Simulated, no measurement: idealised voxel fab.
Process module in this document: voxel self aligned contacts
FYI the section here is cut, 270 nm wide, cells are 5 nm squares.
Cross-sections here: square-cell grids, written as top-down lists of bands, a band being one or more rows of cells. Each band's line starts with the height of the band's top and of its bottom, in nm. Then come its materials from left to right, each with its width in nm. One material with "everywhere" fills the band from edge to edge. "empty" is empty space. Height datum 0, below which the as-received substrate wafer is one material. Lowest band open at the bottom, running downward: "0 nm and below". Note: "30..40" means the width goes from the first number (top row of the band) to the second number (bottom row) in equal steps per row of cells. Take "no alterations made" at face value: in the step it is given for, the cross-section changed in none of its cells. You'll see "Enclosed cavity list" listing empty spaces that have no way open to the top, as long as they're 8 cells or more; the notation is width x height at distance, where the distance is from the left edge, and all of it is in nm. On each step's line, the part that comes after the settings is the simulator's own comment on the step. You can add "overlay nm" to a step's line. For a step with a mask, it describes how far the mask lay to the right of its planned position, and a negative number describes a lay to the left.

The planned process steps are enumerated hereunder:
| 1 | RECEIVE, material Si |
| 2 | OXIDIZE, depth nm 5 |
| 3 | DIRECTIONAL_DEP, material polySi, thk nm 20 |
| 4 | DIRECTIONAL_DEP, material SiN, thk nm 25 |
| 5 | PATTERN, tone cover, mask id GATE, material resist, width nm 35, pitch nm 75, thk nm 15, overlay nm 0 |
| 6 | DIRECTIONAL_ETCH, etch materials SiN, depth nm 25 |
| 7 | DIRECTIONAL_ETCH, etch materials polySi, depth nm 20 |
| 8 | STRIP, etch materials resist |
| 9 | CONFORMAL_DEP, material SiN, thk nm 10 |
| 10 | DIRECTIONAL_ETCH, etch materials SiN, depth nm 10 |
| 11 | FILL_DEP, material SiO2, thk nm 20 |
| 12 | CMP, height nm 55 |
| 13 | MASKED_ETCH, tone open, mask id CONTACT, width nm 50, etch materials SiO2, depth nm 60, overlay nm 0 |
| 14 | CONFORMAL_DEP, material TiN, thk nm 5 |
| 15 | FILL_DEP, material Ru, thk nm 5 |
| 16 | CMP, height nm 55 |
| 17 | CONFORMAL_DEP, material SiCN, thk nm 5 |

Cross-section of the wafer as it came to us, i.e., already through step 1:
  0 nm and below  Si everywhere
  Enclosed cavity list: none

Result of the module, cross-sectioned: start per above, plan per above, one error in how it was run:
  60 nm to 55 nm  SiCN everywhere
  55 nm to 40 nm  SiO2 70; SiN 55; TiN 5; Ru 10; TiN 5; SiN 55; SiO2 70
  40 nm to 25 nm  SiO2 70; SiN 10; polySi 35; SiN 10; TiN 5; Ru 10; TiN 5; SiN 10; polySi 35; SiN 10; SiO2 70
  25 nm to 20 nm  SiO2 70; SiN 10; polySi 35; SiN 10; TiN 20; SiN 10; polySi 35; SiN 10; SiO2 70
  20 nm to 0 nm  polySi everywhere
  0 nm to -5 nm  SiO2 everywhere
  -5 nm and below  Si everywhere
  Enclosed cavity list: none
Here's what went sideways: execution of plan step 3 occurred twice
